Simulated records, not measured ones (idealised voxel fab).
process module | voxel ribs on slabs
cross-section cut | 155 nm wide | cells 5 nm
A cross-section is a grid of square cells, given in bands from the top down. A band is one or more rows of cells.
Each band's line starts with the height of the band's top and of its bottom, in nm. Then come its materials from left to right, each with its width in nm. One material with "throughout" fills the band from edge to edge. "air" is empty space.
Height 0 is the level under which the wafer as received is all one material. The lowest band goes on downwards, as in "0 down".
A width such as "30 to 40" changes by the same amount from each row of cells to the next, from the band's top row to its bottom row.
"no change" after a step means that no cell of the cross-section changed.
closed voids: empty space of 8 cells or more with no open way to the top, each as width x height at its distance from the left edge, in nm
after a step's settings: what the simulator itself notes on the step
overlay nm, on a step with a mask: how far to the right of its planned place the mask lay; to the left if negative
plan
1 op RECEIVE | material Si
2 op DIRECTIONAL_DEP | material SiO2 | thk nm 30
3 op DIRECTIONAL_DEP | material polySi | thk nm 25
4 op PATTERN | tone cover | mask id RIB | material resist | width nm 30 | thk nm 15 | overlay nm 0
5 op DIRECTIONAL_ETCH | etch materials polySi | depth nm 10
6 op STRIP | etch materials resist
7 op MASKED_ETCH | tone cover | mask id SLAB | width nm 60 | etch materials polySi | depth nm 15 | overlay nm 0
8 op FILL_DEP | material SiO2 | thk nm 25
9 op CMP | height nm 70
10 op DIRECTIONAL_DEP | material W | thk nm 10
11 op PATTERN | tone cover | mask id HEATER | material resist | width nm 40 | thk nm 15 | overlay nm 0
12 op DIRECTIONAL_ETCH | etch materials W | depth nm 10
13 op STRIP | etch materials resist
14 op CONFORMAL_DEP | material SiO2 | thk nm 10
as received, after step 1
  0 down: Si throughout
  closed voids: none
first wafer at the end, as planned
  90 to 80: air 45 | SiO2 60 | air 50
  80 to 70: SiO2 55 | W 40 | SiO2 60
  70 to 55: SiO2 throughout
  55 to 45: SiO2 60 | polySi 30 | SiO2 65
  45 to 30: SiO2 45 | polySi 60 | SiO2 50
  30 to 0: SiO2 throughout
  0 down: Si throughout
  closed voids: none
second wafer at the end: like start, like plan, one mistake
  80 to 70: air 55 | W 40 | air 60
  70 to 55: SiO2 throughout
  55 to 45: SiO2 60 | polySi 30 | SiO2 65
  45 to 30: SiO2 45 | polySi 60 | SiO2 50
  30 to 0: SiO2 throughout
  0 down: Si throughout
  closed voids: none
what went wrong: step 14 was left out
at the end the second wafer has, in cells: 70 fewer of SiO2
